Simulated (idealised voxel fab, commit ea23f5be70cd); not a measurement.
process module | voxel air gaps
cross-section cut | 220 nm wide | cells 5 nm
A cross-section is a grid of square cells, given in bands from the top down. A band is one or more rows of cells.
Each band's line starts with the height of the band's top and of its bottom, in nm. Then come its materials from left to right, each with its width in nm. One material with "throughout" fills the band from edge to edge. "air" is empty space.
Height 0 is the level under which the wafer as received is all one material. The lowest band goes on downwards, as in "0 down".
A width such as "30 to 40" changes by the same amount from each row of cells to the next, from the band's top row to its bottom row.
"no change" after a step means that no cell of the cross-section changed.
closed voids: empty space of 8 cells or more with no open way to the top, each as width x height at its distance from the left edge, in nm
after a step's settings: what the simulator itself notes on the step
overlay nm, on a step with a mask: how far to the right of its planned place the mask lay; to the left if negative
plan
1 op RECEIVE | material Si
2 op CONFORMAL_DEP | material SiO2 | thk nm 10
3 op CONFORMAL_DEP | material SiN | thk nm 5
4 op DIRECTIONAL_DEP | material SiO2 | thk nm 40
5 op MASKED_ETCH | tone open | mask id LINES | width nm 15 | pitch nm 40 | etch materials SiO2 | depth nm 40 | overlay nm -15
6 op CONFORMAL_DEP | material TiN | thk nm 5
7 op FILL_DEP | material Ru | thk nm 5
8 op CMP | height nm 55
9 op EPI | material Ru | thk nm 10
10 op SELECTIVE_ETCH | etch materials SiO2 | depth nm 50
11 op CONFORMAL_DEP | material SiCN | thk nm 5
varied across the wafers: overlay nm of step 5. The plan shows the first wafer's value. All wafers start alike
first wafer as received, after step 1
  0 down: Si throughout
  closed voids: none
each wafer at the end: cells of each material gained (+) or lost (-) since it was received, then its closed voids
overlay nm -15 | +63 Ru | +120 SiCN | +44 SiN | +88 SiO2 | +51 TiN | closed voids: 15 x 30 at 65; 15 x 30 at 105
overlay nm -10 | +63 Ru | +120 SiCN | +44 SiN | +88 SiO2 | +51 TiN | closed voids: 15 x 30 at 70; 15 x 30 at 110
overlay nm -5 | +63 Ru | +120 SiCN | +44 SiN | +88 SiO2 | +51 TiN | closed voids: 15 x 30 at 75; 15 x 30 at 115
overlay nm 0 | +63 Ru | +120 SiCN | +44 SiN | +88 SiO2 | +51 TiN | closed voids: 15 x 30 at 80; 15 x 30 at 120
overlay nm 5 | +63 Ru | +120 SiCN | +44 SiN | +88 SiO2 | +51 TiN | closed voids: 15 x 30 at 85; 15 x 30 at 125
overlay nm 10 | +63 Ru | +120 SiCN | +44 SiN | +88 SiO2 | +51 TiN | closed voids: 15 x 30 at 90; 15 x 30 at 130
overlay nm 15 | +63 Ru | +120 SiCN | +44 SiN | +88 SiO2 | +51 TiN | closed voids: 15 x 30 at 95; 15 x 30 at 135
